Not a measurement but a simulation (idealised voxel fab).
Process module in this document: voxel wiring stack
The cross-section on display is named cut; it measures 265 nm wide, and its cells are 5 nm squares.
If you're reading a cross-section in this doc, picture square cells in a grid; it comes to you as bands, top ones listed first down to the bottom, and a band can be one or more rows of cells.
A band entry consists of two parts. The first gives the height of the band's top and the height of its bottom, in nm. The rest lists the band's materials from left to right, each with its width in nm. A single material labelled with the word "throughout" fills the band from edge to edge, and the word "empty" marks empty space.
The level at which height equals 0 is the one under which the wafer, as it arrives, is entirely one material. No lower edge exists for the bottom band, which continues downward and is notated as in "z 0 and below".
A width given as "30 to 40" starts at the first number in the band's top row and ends at the second number in its bottom row, shifting by an equal amount at every step from row to row.
Reading "left unchanged" for a step: not a cell of the cross-section changed in it.
Empty spaces counting at least 8 cells and having no open way to the top are listed in "Sealed void list". The notation width x height at distance is used for each, the distance being from the left edge and all three values in nm.
Note: text after step settings on the step line = simulator remark on that step.
What "overlay nm" on a step's line means: if the step has a mask, that mask lay this far to the right of its planned place, or, when the value is negative, to the left.
Read each pair as before and after one process step. The after cross-section shows only down to the lowest band that changed. The step between them and its settings are given below the pair. Pairs can come from different runs of this module on the same starting wafer. A pair continues from the pair above only where its "Incoming profile" entry says so.
Incoming profile:
* z 150 to 145 | TiN (55) / empty (15) / TiN (30) / empty (15) / TiN (30) / empty (15) / TiN (30) / empty (15) / TiN (60)
* z 145 to 130 | SiO2 (50) / TiN (5) / empty (15) / TiN (5) / SiO2 (20) / TiN (5) / empty (15) / TiN (5) / SiO2 (20) / TiN (5) / empty (15) / TiN (5) / SiO2 (20) / TiN (5) / empty (15) / TiN (5) / SiO2 (55)
* z 130 to 125 | SiO2 (50) / TiN (5) / empty (5) / TiN (15) / SiO2 (20) / TiN (25) / SiO2 (20) / TiN (5) / empty (5) / TiN (15) / SiO2 (20) / TiN (25) / SiO2 (55)
* z 125 to 120 | SiO2 (50) / TiN (5) / empty (5) / TiN (5) / SiO2 (75) / TiN (5) / empty (5) / TiN (5) / SiO2 (110)
* z 120 to 115 | SiO2 (50) / TiN (15) / SiO2 (75) / TiN (15) / SiO2 (110)
* z 115 to 110 | lowk throughout
* z 110 to 100 | SiO2 (50) / TiN (5) / Cu (15) / TiN (5) / SiO2 (20) / TiN (5) / Cu (15) / TiN (5) / SiO2 (20) / TiN (5) / Cu (15) / TiN (5) / SiO2 (20) / TiN (5) / Cu (15) / TiN (5) / SiO2 (55)
* z 100 to 95 | SiO2 (50) / TiN (5) / Cu (5) / TiN (15) / SiO2 (20) / TiN (5) / Cu (5) / TiN (15) / SiO2 (20) / TiN (5) / Cu (5) / TiN (15) / SiO2 (20) / TiN (5) / Cu (5) / TiN (15) / SiO2 (55)
* z 95 to 85 | SiO2 (50) / TiN (5) / Cu (5) / TiN (5) / SiO2 (30) / TiN (5) / Cu (5) / TiN (5) / SiO2 (30) / TiN (5) / Cu (5) / TiN (5) / SiO2 (30) / TiN (5) / Cu (5) / TiN (5) / SiO2 (65)
* z 85 to 80 | SiCN (50) / TiN (15) / SiCN (30) / TiN (15) / SiCN (30) / TiN (15) / SiCN (30) / TiN (15) / SiCN (65)
* z 80 to 60 | SiO2 (50) / TiN (5) / Cu (15) / TiN (5) / SiO2 (20) / TiN (5) / Cu (15) / TiN (5) / SiO2 (20) / TiN (5) / Cu (15) / TiN (5) / SiO2 (20) / TiN (5) / Cu (15) / TiN (5) / SiO2 (55)
* z 60 to 55 | SiN (50) / TiN (25) / SiN (20) / TiN (25) / SiN (20) / TiN (25) / SiN (20) / TiN (25) / SiN (55)
* z 55 to 45 | SiO2 (50) / Ru (15) / SiO2 (75) / Ru (15) / SiO2 (110)
* z 45 to 40 | SiCN (50) / Ru (15) / SiCN (75) / Ru (15) / SiCN (110)
* z 40 to 35 | SiCN (45) / Ru (35) / SiCN (10) / Ru (35) / SiCN (10) / Ru (35) / SiCN (10) / Ru (35) / SiCN (50)
* z 35 to 20 | lowk (50) / TiN (5) / Cu (15) / TiN (5) / lowk (20) / TiN (5) / Cu (15) / TiN (5) / lowk (20) / TiN (5) / Cu (15) / TiN (5) / lowk (20) / TiN (5) / Cu (15) / TiN (5) / lowk (55)
* z 20 to 15 | SiN (50) / TiN (25) / SiN (20) / TiN (25) / SiN (20) / TiN (25) / SiN (20) / TiN (25) / SiN (55)
* z 15 to 0 | SiO2 throughout
* z 0 and below | Si throughout
* Sealed void list: none
Resulting Structure:
* z 160 to 150 | Ru throughout
* z 150 to 145 | TiN (55) / Ru (15) / TiN (30) / Ru (15) / TiN (30) / Ru (15) / TiN (30) / Ru (15) / TiN (60)
* z 145 to 130 | SiO2 (50) / TiN (5) / Ru (15) / TiN (5) / SiO2 (20) / TiN (5) / Ru (15) / TiN (5) / SiO2 (20) / TiN (5) / Ru (15) / TiN (5) / SiO2 (20) / TiN (5) / Ru (15) / TiN (5) / SiO2 (55)
* z 130 to 125 | SiO2 (50) / TiN (5) / Ru (5) / TiN (15) / SiO2 (20) / TiN (25) / SiO2 (20) / TiN (5) / Ru (5) / TiN (15) / SiO2 (20) / TiN (25) / SiO2 (55)
* z 125 to 120 | SiO2 (50) / TiN (5) / Ru (5) / TiN (5) / SiO2 (75) / TiN (5) / Ru (5) / TiN (5) / SiO2 (110)
* For the remainder of the cross-section, below 120, there is no change.
* Sealed void list: none
Step, before to after (see cross-sections above): FILL_DEP with material Ru, thk nm 10
Incoming profile: Please consult the pair immediately above; the cross-section it shows after its step is the state before this step.
Resulting Structure:
* z 145 to 130 | SiO2 (50) / TiN (5) / Ru (15) / TiN (5) / SiO2 (20) / TiN (5) / Ru (15) / TiN (5) / SiO2 (20) / TiN (5) / Ru (15) / TiN (5) / SiO2 (20) / TiN (5) / Ru (15) / TiN (5) / SiO2 (55)
* For the remainder of the cross-section, below 130, there is no change.
* Sealed void list: none
Step, before to after (see cross-sections above): CMP with height nm 145
Incoming profile: Please consult the pair immediately above; the cross-section it shows after its step is the state before this step.
Resulting Structure:
* z 150 to 145 | SiCN throughout
* For the remainder of the cross-section, below 145, there is no change.
* Sealed void list: none
Step, before to after (see cross-sections above): CONFORMAL_DEP with material SiCN, thk nm 5
Incoming profile:
* z 120 to 110 | aC (50) / empty (25) / aC (20) / empty (25) / aC (20) / empty (25) / aC (20) / empty (25) / aC (55)
* z 110 to 105 | SiO2 (50) / empty (25) / SiO2 (20) / empty (25) / SiO2 (20) / empty (25) / SiO2 (20) / empty (25) / SiO2 (55)
* z 105 to 95 | SiO2 (50) / aC (25) / SiO2 (20) / aC (25) / SiO2 (20) / aC (25) / SiO2 (20) / aC (25) / SiO2 (55)
* z 95 to 85 | SiO2 throughout
* z 85 to 80 | SiCN throughout
* z 80 to 60 | SiO2 (50) / TiN (5) / Cu (15) / TiN (5) / SiO2 (20) / TiN (5) / Cu (15) / TiN (5) / SiO2 (20) / TiN (5) / Cu (15) / TiN (5) / SiO2 (20) / TiN (5) / Cu (15) / TiN (5) / SiO2 (55)
* z 60 to 55 | SiN (50) / TiN (25) / SiN (20) / TiN (25) / SiN (20) / TiN (25) / SiN (20) / TiN (25) / SiN (55)
* z 55 to 45 | SiO2 (50) / Ru (15) / SiO2 (75) / Ru (15) / SiO2 (110)
* z 45 to 40 | SiCN (50) / Ru (15) / SiCN (75) / Ru (15) / SiCN (110)
* z 40 to 35 | SiCN (45) / Ru (35) / SiCN (10) / Ru (35) / SiCN (10) / Ru (35) / SiCN (10) / Ru (35) / SiCN (50)
* z 35 to 20 | lowk (50) / TiN (5) / Cu (15) / TiN (5) / lowk (20) / TiN (5) / Cu (15) / TiN (5) / lowk (20) / TiN (5) / Cu (15) / TiN (5) / lowk (20) / TiN (5) / Cu (15) / TiN (5) / lowk (55)
* z 20 to 15 | SiN (50) / TiN (25) / SiN (20) / TiN (25) / SiN (20) / TiN (25) / SiN (20) / TiN (25) / SiN (55)
* z 15 to 0 | SiO2 throughout
* z 0 and below | Si throughout
* Sealed void list: none
Resulting Structure:
* z 150 to 120 | empty (50) / resist (15) / empty (30) / resist (15) / empty (30) / resist (15) / empty (30) / resist (15) / empty (65)
* z 120 to 110 | aC (50) / resist (15) / empty (10) / aC (20) / resist (15) / empty (10) / aC (20) / resist (15) / empty (10) / aC (20) / resist (15) / empty (10) / aC (55)
* z 110 to 105 | SiO2 (50) / resist (15) / empty (10) / SiO2 (20) / resist (15) / empty (10) / SiO2 (20) / resist (15) / empty (10) / SiO2 (20) / resist (15) / empty (10) / SiO2 (55)
* For the remainder of the cross-section, below 105, there is no change.
* Sealed void list: none
Step, before to after (see cross-sections above): PATTERN with tone cover, mask id METAL_3_HOLES, material resist, width nm 15, pitch nm 45, thk nm 30, overlay nm 0
Incoming profile: Please consult the pair immediately above; the cross-section it shows after its step is the state before this step.
Resulting Structure:
* z 140 to 110 | empty (50) / resist (15) / empty (30) / resist (15) / empty (30) / resist (15) / empty (30) / resist (15) / empty (65)
* z 110 to 105 | SiO2 (50) / resist (15) / empty (10) / SiO2 (20) / resist (15) / empty (10) / SiO2 (20) / resist (15) / empty (10) / SiO2 (20) / resist (15) / empty (10) / SiO2 (55)
* z 105 to 95 | SiO2 (50) / aC (15) / empty (10) / SiO2 (20) / aC (15) / empty (10) / SiO2 (20) / aC (15) / empty (10) / SiO2 (20) / aC (15) / empty (10) / SiO2 (55)
* For the remainder of the cross-section, below 95, there is no change.
* Sealed void list: none
Step, before to after (see cross-sections above): DIRECTIONAL_ETCH with etch materials aC, depth nm 10
Incoming profile: Please consult the pair immediately above; the cross-section it shows after its step is the state before this step.
Resulting Structure:
* z 110 to 105 | SiO2 (50) / empty (25) / SiO2 (20) / empty (25) / SiO2 (20) / empty (25) / SiO2 (20) / empty (25) / SiO2 (55)
* For the remainder of the cross-section, below 105, there is no change.
* Sealed void list: none
Step, before to after (see cross-sections above): STRIP with etch materials resist
Incoming profile: Please consult the pair immediately above; the cross-section it shows after its step is the state before this step.
Resulting Structure:
* z 105 to 100 | empty (50) / aC (15) / empty (30) / aC (15) / empty (30) / aC (15) / empty (30) / aC (15) / empty (65)
* z 100 to 95 | SiO2 (50) / aC (15) / empty (10) / SiO2 (20) / aC (15) / empty (10) / SiO2 (20) / aC (15) / empty (10) / SiO2 (20) / aC (15) / empty (10) / SiO2 (55)
* z 95 to 85 | SiO2 (65) / empty (10) / SiO2 (35) / empty (10) / SiO2 (35) / empty (10) / SiO2 (35) / empty (10) / SiO2 (55)
* For the remainder of the cross-section, below 85, there is no change.
* Sealed void list: none
Step, before to after (see cross-sections above): DIRECTIONAL_ETCH with etch materials SiO2, depth nm 10
Incoming profile: Please consult the pair immediately above; the cross-section it shows after its step is the state before this step.
Resulting Structure:
* z 105 to 100 | empty (50) / aC (15) / empty (30) / aC (15) / empty (30) / aC (15) / empty (30) / aC (15) / empty (65)
* z 100 to 95 | SiO2 (50) / aC (15) / empty (10) / SiO2 (20) / aC (15) / empty (10) / SiO2 (20) / aC (15) / empty (10) / SiO2 (20) / aC (15) / empty (10) / SiO2 (55)
* z 95 to 85 | SiO2 (65) / empty (10) / SiO2 (35) / empty (10) / SiO2 (35) / empty (10) / SiO2 (35) / empty (10) / SiO2 (55)
* z 85 to 80 | SiCN (65) / empty (10) / SiCN (35) / empty (10) / SiCN (35) / empty (10) / SiCN (35) / empty (10) / SiCN (55)
* For the remainder of the cross-section, below 80, there is no change.
* Sealed void list: none
Step, before to after (see cross-sections above): DIRECTIONAL_ETCH with etch materials SiCN, depth nm 5
Incoming profile: Please consult the pair immediately above; the cross-section it shows after its step is the state before this step.
Resulting Structure:
* z 100 to 95 | SiO2 (50) / empty (25) / SiO2 (20) / empty (25) / SiO2 (20) / empty (25) / SiO2 (20) / empty (25) / SiO2 (55)
* For the remainder of the cross-section, below 95, there is no change.
* Sealed void list: none
Step, before to after (see cross-sections above): STRIP with etch materials aC
Incoming profile: Please consult the pair immediately above; the cross-section it shows after its step is the state before this step.
Resulting Structure:
* z 105 to 100 | TiN (55) / empty (15) / TiN (30) / empty (15) / TiN (30) / empty (15) / TiN (30) / empty (15) / TiN (60)
* z 100 to 95 | SiO2 (50) / TiN (25) / SiO2 (20) / TiN (25) / SiO2 (20) / TiN (25) / SiO2 (20) / TiN (25) / SiO2 (55)
* z 95 to 85 | SiO2 (65) / TiN (10) / SiO2 (35) / TiN (10) / SiO2 (35) / TiN (10) / SiO2 (35) / TiN (10) / SiO2 (55)
* z 85 to 80 | SiCN (65) / TiN (10) / SiCN (35) / TiN (10) / SiCN (35) / TiN (10) / SiCN (35) / TiN (10) / SiCN (55)
* For the remainder of the cross-section, below 80, there is no change.
* Sealed void list: none
Step, before to after (see cross-sections above): CONFORMAL_DEP with material TiN, thk nm 5
Incoming profile: Please consult the pair immediately above; the cross-section it shows after its step is the state before this step.
Resulting Structure:
* z 115 to 105 | Cu throughout
* z 105 to 100 | TiN (55) / Cu (15) / TiN (30) / Cu (15) / TiN (30) / Cu (15) / TiN (30) / Cu (15) / TiN (60)
* For the remainder of the cross-section, below 100, there is no change.
* Sealed void list: none
Step, before to after (see cross-sections above): FILL_DEP with material Cu, thk nm 10
Incoming profile: Please consult the pair immediately above; the cross-section it shows after its step is the state before this step.
Resulting Structure:
* z 110 to 105 | Cu throughout
* For the remainder of the cross-section, below 105, there is no change.
* Sealed void list: none
Step, before to after (see cross-sections above): CMP with height nm 110
Incoming profile: Please consult the pair immediately above; the cross-section it shows after its step is the state before this step.
Resulting Structure:
* z 115 to 110 | SiCN throughout
* For the remainder of the cross-section, below 110, there is no change.
* Sealed void list: none
Step, before to after (see cross-sections above): CONFORMAL_DEP with material SiCN, thk nm 5
Incoming profile: Please consult the pair immediately above; the cross-section it shows after its step is the state before this step.
Resulting Structure:
* z 145 to 115 | SiO2 throughout
* For the remainder of the cross-section, below 115, there is no change.
* Sealed void list: none
Step, before to after (see cross-sections above): DIRECTIONAL_DEP with material SiO2, thk nm 30
Incoming profile: Please consult the pair immediately above; the cross-section it shows after its step is the state before this step.
Resulting Structure:
* z 155 to 145 | aC throughout
* For the remainder of the cross-section, below 145, there is no change.
* Sealed void list: none
Step, before to after (see cross-sections above): DIRECTIONAL_DEP with material aC, thk nm 10
Incoming profile: Please consult the pair immediately above; the cross-section it shows after its step is the state before this step.
Resulting Structure:
* z 180 to 155 | resist (50) / empty (15) / resist (75) / empty (15) / resist (110)
* For the remainder of the cross-section, below 155, there is no change.
* Sealed void list: none
Step, before to after (see cross-sections above): PATTERN with tone open, mask id METAL_4_HOLES, material resist, width nm 15, pitch nm 90, thk nm 25, overlay nm 0
Incoming profile: Please consult the pair immediately above; the cross-section it shows after its step is the state before this step.
Resulting Structure:
* z 170 to 155 | resist (50) / empty (15) / resist (75) / empty (15) / resist (110)
* z 155 to 145 | aC (50) / empty (15) / aC (75) / empty (15) / aC (110)
* For the remainder of the cross-section, below 145, there is no change.
* Sealed void list: none
Step, before to after (see cross-sections above): DIRECTIONAL_ETCH with etch materials aC, depth nm 10
Incoming profile: Please consult the pair immediately above; the cross-section it shows after its step is the state before this step.
Resulting Structure:
* z 155 to 145 | aC (50) / empty (15) / aC (75) / empty (15) / aC (110)
* For the remainder of the cross-section, below 145, there is no change.
* Sealed void list: none
Step, before to after (see cross-sections above): STRIP with etch materials resist
Incoming profile: Please consult the pair immediately above; the cross-section it shows after its step is the state before this step.
Resulting Structure:
* z 155 to 145 | aC (50) / empty (15) / aC (75) / empty (15) / aC (110)
* z 145 to 115 | SiO2 (50) / empty (15) / SiO2 (75) / empty (15) / SiO2 (110)
* For the remainder of the cross-section, below 115, there is no change.
* Sealed void list: none
Step, before to after (see cross-sections above): DIRECTIONAL_ETCH with etch materials SiO2, depth nm 30
Incoming profile: Please consult the pair immediately above; the cross-section it shows after its step is the state before this step.
Resulting Structure:
* z 145 to 115 | SiO2 (50) / empty (15) / SiO2 (75) / empty (15) / SiO2 (110)
* For the remainder of the cross-section, below 115, there is no change.
* Sealed void list: none
Step, before to after (see cross-sections above): STRIP with etch materials aC
Incoming profile: Please consult the pair immediately above; the cross-section it shows after its step is the state before this step.
Resulting Structure:
* z 145 to 125 | SiO2 (50) / empty (25) / SiO2 (20) / empty (25) / SiO2 (20) / empty (25) / SiO2 (20) / empty (25) / SiO2 (55)
* For the remainder of the cross-section, below 125, there is no change.
* Sealed void list: none
Step, before to after (see cross-sections above): MASKED_ETCH with tone open, mask id METAL_4, width nm 25, pitch nm 45, etch materials SiO2, depth nm 20, overlay nm 0
Incoming profile: Please consult the pair immediately above; the cross-section it shows after its step is the state before this step.
Resulting Structure:
* z 145 to 125 | SiO2 (50) / empty (25) / SiO2 (20) / empty (25) / SiO2 (20) / empty (25) / SiO2 (20) / empty (25) / SiO2 (55)
* z 125 to 115 | SiO2 (50) / empty (15) / SiO2 (75) / empty (15) / SiO2 (110)
* z 115 to 110 | SiCN (50) / empty (15) / SiCN (75) / empty (15) / SiCN (110)
* For the remainder of the cross-section, below 110, there is no change.
* Sealed void list: none
Step, before to after (see cross-sections above): MASKED_ETCH with tone open, mask id METAL_4, width nm 25, pitch nm 45, etch materials SiCN, depth nm 5, overlay nm 0
Incoming profile: Please consult the pair immediately above; the cross-section it shows after its step is the state before this step.
Resulting Structure:
* z 150 to 145 | TiN (55) / empty (15) / TiN (30) / empty (15) / TiN (30) / empty (15) / TiN (30) / empty (15) / TiN (60)
* z 145 to 130 | SiO2 (50) / TiN (5) / empty (15) / TiN (5) / SiO2 (20) / TiN (5) / empty (15) / TiN (5) / SiO2 (20) / TiN (5) / empty (15) / TiN (5) / SiO2 (20) / TiN (5) / empty (15) / TiN (5) / SiO2 (55)
* z 130 to 125 | SiO2 (50) / TiN (5) / empty (5) / TiN (15) / SiO2 (20) / TiN (25) / SiO2 (20) / TiN (5) / empty (5) / TiN (15) / SiO2 (20) / TiN (25) / SiO2 (55)
* z 125 to 115 | SiO2 (50) / TiN (5) / empty (5) / TiN (5) / SiO2 (75) / TiN (5) / empty (5) / TiN (5) / SiO2 (110)
* z 115 to 110 | SiCN (50) / TiN (15) / SiCN (75) / TiN (15) / SiCN (110)
* For the remainder of the cross-section, below 110, there is no change.
* Sealed void list: none
Step, before to after (see cross-sections above): CONFORMAL_DEP with material TiN, thk nm 5
Incoming profile: Please consult the pair immediately above; the cross-section it shows after its step is the state before this step.
Resulting Structure:
* z 160 to 150 | Ru throughout
* z 150 to 145 | TiN (55) / Ru (15) / TiN (30) / Ru (15) / TiN (30) / Ru (15) / TiN (30) / Ru (15) / TiN (60)
* z 145 to 130 | SiO2 (50) / TiN (5) / Ru (15) / TiN (5) / SiO2 (20) / TiN (5) / Ru (15) / TiN (5) / SiO2 (20) / TiN (5) / Ru (15) / TiN (5) / SiO2 (20) / TiN (5) / Ru (15) / TiN (5) / SiO2 (55)
* z 130 to 125 | SiO2 (50) / TiN (5) / Ru (5) / TiN (15) / SiO2 (20) / TiN (25) / SiO2 (20) / TiN (5) / Ru (5) / TiN (15) / SiO2 (20) / TiN (25) / SiO2 (55)
* z 125 to 115 | SiO2 (50) / TiN (5) / Ru (5) / TiN (5) / SiO2 (75) / TiN (5) / Ru (5) / TiN (5) / SiO2 (110)
* For the remainder of the cross-section, below 115, there is no change.
* Sealed void list: none
Step, before to after (see cross-sections above): FILL_DEP with material Ru, thk nm 10
Incoming profile: Please consult the pair immediately above; the cross-section it shows after its step is the state before this step.
Resulting Structure:
* z 145 to 130 | SiO2 (50) / TiN (5) / Ru (15) / TiN (5) / SiO2 (20) / TiN (5) / Ru (15) / TiN (5) / SiO2 (20) / TiN (5) / Ru (15) / TiN (5) / SiO2 (20) / TiN (5) / Ru (15) / TiN (5) / SiO2 (55)
* For the remainder of the cross-section, below 130, there is no change.
* Sealed void list: none
Step, before to after (see cross-sections above): CMP with height nm 145
Incoming profile: Please consult the pair immediately above; the cross-section it shows after its step is the state before this step.
Resulting Structure:
* z 150 to 145 | SiCN throughout
* For the remainder of the cross-section, below 145, there is no change.
* Sealed void list: none
Step, before to after (see cross-sections above): CONFORMAL_DEP with material SiCN, thk nm 5
